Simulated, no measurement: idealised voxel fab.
The following is a process module called voxel double patterning.
This is section cut - it's 280 nm across, gridded in 5 nm square cells.
How to read a cross-section here: the picture is a grid of square cells, written as bands going from the top down, and any band can span one or more rows of cells. Look at the band entry: it leads with the top's height and the bottom's height in nm. Then it lists the materials left to right, with a width in nm for each. The word "throughout" on a single material says that material fills the band edge to edge. The word "air" is empty space. Note: height 0 marks the level under which the wafer is uniformly one material as received. Lowest band unbounded below, written "from 0 down". Width spec "30->40" -> top row of cells at first value, bottom row at second value, equal per-row change in between. Reading "no alteration" for a step: not a cell of the cross-section changed in it. What "Closed cavity list" gives you is every empty space of 8 cells or more that is cut off from the top. Each appears as width x height at distance, with the distance taken from the left edge and width, height and distance all in nm. That trailing text on a step's line, after the settings, is the simulator's own remark on the step. overlay nm: step with mask; distance mask lay right of planned place; negative value = left of planned place.
Set out below are the planned steps of the process:
| 1 | RECEIVE, material Si |
| 2 | CONFORMAL_DEP, material SiN, thk nm 10 |
| 3 | DIRECTIONAL_DEP, material SiO2, thk nm 20 |
| 4 | DIRECTIONAL_DEP, material SiCN, thk nm 10 |
| 5 | MASKED_ETCH, tone open, mask id FIRST, width nm 15, pitch nm 50, etch materials SiCN, depth nm 10, overlay nm 0 |
| 6 | MASKED_ETCH, tone open, mask id SECOND, width nm 15, pitch nm 50, etch materials SiCN, depth nm 10, overlay nm 0 |
| 7 | DIRECTIONAL_ETCH, etch materials SiO2, depth nm 20 |
| 8 | STRIP, etch materials SiCN |
First of two wafers - as planned:
As-received wafer cross-section (after step 1):
- from 0 down: Si throughout
- Closed cavity list: none
Wafer section view after processing step 2:
- from 10 to 0: SiN throughout
- Below a height of 0, the structure has not been altered.
Wafer section view after processing step 3:
- from 30 to 10: SiO2 throughout
- Below a height of 10, the structure has not been altered.
Wafer section view after processing step 4:
- from 40 to 30: SiCN throughout
- Below a height of 30, the structure has not been altered.
Wafer section view after processing step 5:
- from 40 to 30: 80 SiCN, 15 air, 35 SiCN, 15 air, 35 SiCN, 15 air, 85 SiCN
- Below a height of 30, the structure has not been altered.
Wafer section view after processing step 6:
- from 40 to 30: 80 SiCN, 15 air, 10 SiCN, 15 air, 10 SiCN, 15 air, 10 SiCN, 15 air, 10 SiCN, 15 air, 85 SiCN
- Below a height of 30, the structure has not been altered.
Wafer section view after processing step 7:
- from 40 to 30: 80 SiCN, 15 air, 10 SiCN, 15 air, 10 SiCN, 15 air, 10 SiCN, 15 air, 10 SiCN, 15 air, 85 SiCN
- from 30 to 10: 80 SiO2, 15 air, 10 SiO2, 15 air, 10 SiO2, 15 air, 10 SiO2, 15 air, 10 SiO2, 15 air, 85 SiO2
- Below a height of 10, the structure has not been altered.
Wafer section view after processing step 8:
- from 30 to 10: 80 SiO2, 15 air, 10 SiO2, 15 air, 10 SiO2, 15 air, 10 SiO2, 15 air, 10 SiO2, 15 air, 85 SiO2
- Below a height of 10, the structure has not been altered.
Wafer two of the pair: same origin, same plan, one error during the run; identical to wafer one up to and including step 2:
Second wafer, sectioned view, at step 3's planned end time:
- from 50 to 10: SiO2 throughout
- Below a height of 10, the structure has not been altered.
Second wafer, sectioned view, at step 4's planned end time:
- from 60 to 50: SiCN throughout
- Below a height of 50, the structure has not been altered.
Second wafer, sectioned view, at step 5's planned end time:
- from 60 to 50: 80 SiCN, 15 air, 35 SiCN, 15 air, 35 SiCN, 15 air, 85 SiCN
- Below a height of 50, the structure has not been altered.
Second wafer, sectioned view, at step 6's planned end time:
- from 60 to 50: 80 SiCN, 15 air, 10 SiCN, 15 air, 10 SiCN, 15 air, 10 SiCN, 15 air, 10 SiCN, 15 air, 85 SiCN
- Below a height of 50, the structure has not been altered.
Second wafer, sectioned view, at step 7's planned end time:
- from 60 to 50: 80 SiCN, 15 air, 10 SiCN, 15 air, 10 SiCN, 15 air, 10 SiCN, 15 air, 10 SiCN, 15 air, 85 SiCN
- from 50 to 30: 80 SiO2, 15 air, 10 SiO2, 15 air, 10 SiO2, 15 air, 10 SiO2, 15 air, 10 SiO2, 15 air, 85 SiO2
- Below a height of 30, the structure has not been altered.
Second wafer, sectioned view, at step 8's planned end time:
- from 50 to 30: 80 SiO2, 15 air, 10 SiO2, 15 air, 10 SiO2, 15 air, 10 SiO2, 15 air, 10 SiO2, 15 air, 85 SiO2
- Below a height of 30, the structure has not been altered.
Diagnosis: the plan had its step 3 run twice
Wrapping up, a cell-based count of both wafers puts the second over or under the first for these materials: +224 SiO2
